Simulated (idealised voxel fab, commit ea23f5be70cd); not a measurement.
The document below concerns the process module designated voxel ribs on slabs.
The width of the displayed cross-section, cut, is 285 nm; its cells are square, with a size of 5 nm.
Each cross-section below is a grid of square cells, stated as bands in top-down order, with one or more rows of cells making up each band. Top height, bottom height, nm. Materials left to right, width each, nm. Single material + "full width" = fills band edge to edge. "empty" = empty. It should be noted that heights are counted from 0, beneath which the wafer as supplied is of one material throughout, and that the lowest band possesses no lower boundary but continues downward, as written in "0 and below". Width spec "30->40" -> top row of cells at first value, bottom row at second value, equal per-row change in between. Given "same as before" for a step, no cell of the cross-section differs between before and after that step. Entry "Trapped void list" = empty spaces >= 8 cells with no open way to the top; each as width x height at distance, distance from left edge, all nm. Text after the settings on a step's line: the simulator's own remark on that step. Among the settings permitted on a step's line is "overlay nm"; applied to a step with a mask, it specifies the extent to which the mask lay to the right of its planned position, whereas a negative figure signifies a position to the left.
List of planned process steps:
1) RECEIVE [material Si]
2) DIRECTIONAL_DEP [material SiO2] [thk nm 30]
3) DIRECTIONAL_DEP [material polySi] [thk nm 20]
4) PATTERN [tone cover] [mask id RIB] [material resist] [width nm 25] [thk nm 20] [overlay nm 0]
5) DIRECTIONAL_ETCH [etch materials polySi] [depth nm 5]
6) STRIP [etch materials resist]
7) DIRECTIONAL_DEP [material aC] [thk nm 10]
8) PATTERN [tone cover] [mask id SLAB] [material resist] [width nm 75] [thk nm 30] [overlay nm 0]
9) DIRECTIONAL_ETCH [etch materials aC] [depth nm 10]
10) STRIP [etch materials resist]
11) DIRECTIONAL_ETCH [etch materials polySi] [depth nm 15]
12) STRIP [etch materials aC]
13) FILL_DEP [material SiO2] [thk nm 25]
14) CMP [height nm 65]
15) DIRECTIONAL_DEP [material W] [thk nm 10]
16) MASKED_ETCH [tone cover] [mask id HEATER] [width nm 35] [etch materials W] [depth nm 10] [overlay nm 0]
17) CONFORMAL_DEP [material SiO2] [thk nm 5]
Cross-section, incoming material, after step 1:
- 0 and below  Si full width
- Trapped void list: none
The first of the two wafers as seen in cross-section once the module was finished; processing followed the plan:
- 80 down to 75  empty (120), then SiO2 (45), then empty (120)
- 75 down to 70  empty (120), then SiO2 (5), then W (35), then SiO2 (5), then empty (120)
- 70 down to 65  SiO2 (125), then W (35), then SiO2 (125)
- 65 down to 50  SiO2 full width
- 50 down to 45  SiO2 (130), then polySi (25), then SiO2 (130)
- 45 down to 30  SiO2 (105), then polySi (75), then SiO2 (105)
- 30 down to 0  SiO2 full width
- 0 and below  Si full width
- Trapped void list: none
Wafer two, end of module, cross-section. Same start, same plan as wafer one. One mistake in the run:
- 75 down to 65  empty (125), then W (35), then empty (125)
- 65 down to 50  SiO2 full width
- 50 down to 45  SiO2 (130), then polySi (25), then SiO2 (130)
- 45 down to 30  SiO2 (105), then polySi (75), then SiO2 (105)
- 30 down to 0  SiO2 full width
- 0 and below  Si full width
- Trapped void list: none
Which mistake was made when the wafer was run? step 17 was dropped from the plan's execution and never run
Cell-count delta at end, second wafer over first, by material: -61 SiO2
